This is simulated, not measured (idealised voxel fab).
process module | voxel capacitor over wiring
cross-section cut | 295 nm wide | cells 5 nm
A cross-section is a grid of square cells, given in bands from the top down. A band is one or more rows of cells.
Each band's line starts with the height of the band's top and of its bottom, in nm. Then come its materials from left to right, each with its width in nm. One material with "throughout" fills the band from edge to edge. "air" is empty space.
Height 0 is the level under which the wafer as received is all one material. The lowest band goes on downwards, as in "0 down".
A width such as "30 to 40" changes by the same amount from each row of cells to the next, from the band's top row to its bottom row.
"no change" after a step means that no cell of the cross-section changed.
closed voids: empty space of 8 cells or more with no open way to the top, each as width x height at its distance from the left edge, in nm
after a step's settings: what the simulator itself notes on the step
overlay nm, on a step with a mask: how far to the right of its planned place the mask lay; to the left if negative
plan
1 op RECEIVE | material Si
2 op CONFORMAL_DEP | material SiO2 | thk nm 10
3 op DIRECTIONAL_DEP | material TiN | thk nm 5
4 op DIRECTIONAL_DEP | material Ru | thk nm 20
5 op PATTERN | tone cover | mask id METAL_1 | material resist | width nm 20 | pitch nm 80 | thk nm 15 | overlay nm 0
6 op DIRECTIONAL_ETCH | etch materials Ru | depth nm 20
7 op DIRECTIONAL_ETCH | etch materials TiN | depth nm 5
8 op STRIP | etch materials resist
9 op CONFORMAL_DEP | material SiN | thk nm 5
10 op FILL_DEP | material SiO2 | thk nm 10
11 op CMP | height nm 35
12 op CONFORMAL_DEP | material SiCN | thk nm 5
13 op DIRECTIONAL_DEP | material SiO2 | thk nm 20
14 op MASKED_ETCH | tone open | mask id PLUG_1 | width nm 15 | etch materials SiO2 | depth nm 20 | overlay nm 0
15 op MASKED_ETCH | tone open | mask id PLUG_1 | width nm 15 | etch materials SiCN | depth nm 5 | overlay nm 0
16 op CONFORMAL_DEP | material TiN | thk nm 5
17 op FILL_DEP | material W | thk nm 10
18 op CMP | height nm 60
19 op DIRECTIONAL_DEP | material TiN | thk nm 5
20 op DIRECTIONAL_DEP | material Al2O3 | thk nm 5
21 op DIRECTIONAL_DEP | material TiN | thk nm 5
22 op MASKED_ETCH | tone cover | mask id UPPER_PLATE | width nm 65 | etch materials TiN | depth nm 5 | overlay nm 0
23 op MASKED_ETCH | tone cover | mask id UPPER_PLATE | width nm 65 | etch materials Al2O3 | depth nm 5 | overlay nm 0
24 op PATTERN | tone cover | mask id LOWER_PLATE | material resist | width nm 75 | thk nm 20 | overlay nm 0
25 op DIRECTIONAL_ETCH | etch materials TiN | depth nm 5
26 op STRIP | etch materials resist
27 op FILL_DEP | material SiO2 | thk nm 20
28 op CMP | height nm 90
29 op PATTERN | tone open | mask id PLUG_2 | material resist | width nm 15 | thk nm 20 | overlay nm 0
30 op DIRECTIONAL_ETCH | etch materials SiO2 | depth nm 15
31 op STRIP | etch materials resist
32 op CONFORMAL_DEP | material TiN | thk nm 5
33 op FILL_DEP | material Ru | thk nm 10
34 op CMP | height nm 90
35 op CONFORMAL_DEP | material SiCN | thk nm 5
as received, after step 1
  0 down: Si throughout
  closed voids: none
a wafer at the end: this start, this plan, one mistake
  95 to 90: SiCN throughout
  90 to 80: Ru 105 | TiN 5 | SiO2 15 | TiN 5 | Ru 165
  80 to 75: TiN 110 | SiO2 15 | TiN 170
  75 to 70: SiO2 100 | TiN 65 | SiO2 130
  70 to 65: SiO2 100 | Al2O3 65 | SiO2 130
  65 to 60: SiO2 95 | TiN 75 | SiO2 125
  60 to 40: SiO2 100 | TiN 5 | W 5 | TiN 5 | SiO2 180
  40 to 35: SiCN 100 | TiN 15 | SiCN 180
  35 to 15: SiO2 90 | SiN 5 | Ru 20 | SiN 5 | SiO2 50 | SiN 5 | Ru 20 | SiN 5 | SiO2 95
  15 to 10: SiN 95 | TiN 20 | SiN 60 | TiN 20 | SiN 100
  10 to 0: SiO2 throughout
  0 down: Si throughout
  closed voids: none
what went wrong: step 29 ran as: op PATTERN | tone cover | mask id PLUG_2 | material resist | width nm 15 | thk nm 20 | overlay nm 0
